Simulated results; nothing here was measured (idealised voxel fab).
This is a process module. Its name is voxel plated lines.
For reference, the cross-section in this document is cut, with width 155 nm and square cells of 5 nm.
We lay out every cross-section as a grid of square cells and spell it out in bands from the top down, where one band means one or more rows of cells. What a band's entry tells you: where the top is and where the bottom is, as heights in nm, and after that what lies inside, material by material from left to right, each with its width in nm. Empty space is written as the word "blank", and a single material marked with the word "throughout" occupies the band from edge to edge. Convention: height 0 is the level below which the wafer, as received, is all one material. The lowest band does not terminate at the bottom but continues downward, represented as "0 down". Graded width ("30->40"): value in top row of band = first number; value in bottom row = second number; row-to-row change constant. "remains unaltered" for a step: no cell of the cross-section changed in that step. In "Closed void register" the enclosed voids are listed, meaning empty spaces of 8 cells or larger without any opening to the top. The form is width x height at distance, distance from the left edge, units nm. Note: text after step settings on the step line = simulator remark on that step. You can add "overlay nm" to a step's line. For a step with a mask, it describes how far the mask lay to the right of its planned position, and a negative number describes a lay to the left.

[The process steps that were planned are listed below]
| 1 | RECEIVE: material Si |
| 2 | CONFORMAL_DEP: material SiO2, thk nm 15 |
| 3 | DIRECTIONAL_DEP: material TiN, thk nm 5 |
| 4 | PATTERN: tone open, mask id LINES, material resist, width nm 25, pitch nm 45, thk nm 35, overlay nm 0 |
| 5 | EPI: material Ru, thk nm 10 |
| 6 | EPI: material Ru, thk nm 5 |
| 7 | EPI: material Ru, thk nm 10 |
| 8 | STRIP: etch materials resist |
| 9 | DIRECTIONAL_ETCH: etch materials TiN, depth nm 5 |
| 10 | CONFORMAL_DEP: material SiCN, thk nm 5 |

[Incoming wafer, cross-sectional view, post step 1]
- 0 down: Si throughout
- Closed void register: none

[The first of two wafers, cross-sectioned at the end of the module, with the run proceeding as planned]
- 50 to 45: 35 blank; 35 SiCN; 10 blank; 35 SiCN; 40 blank
- 45 to 20: 35 blank; 5 SiCN; 25 Ru; 5 SiCN; 10 blank; 5 SiCN; 25 Ru; 5 SiCN; 40 blank
- 20 to 15: 40 SiCN; 25 TiN; 20 SiCN; 25 TiN; 45 SiCN
- 15 to 0: SiO2 throughout
- 0 down: Si throughout
- Closed void register: none

[second wafer at the end: like start, like plan, one mistake]
- 50 to 45: SiCN throughout
- 45 to 20: Ru throughout
- 20 to 15: TiN throughout
- 15 to 0: SiO2 throughout
- 0 down: Si throughout
- Closed void register: none
What was done differently from what was planned? skipped: plan step 4 (never run)
FYI, end of process, the second wafer has more or fewer cells of some materials than the first: Ru: 105 more; SiCN: 24 fewer; TiN: 21 more
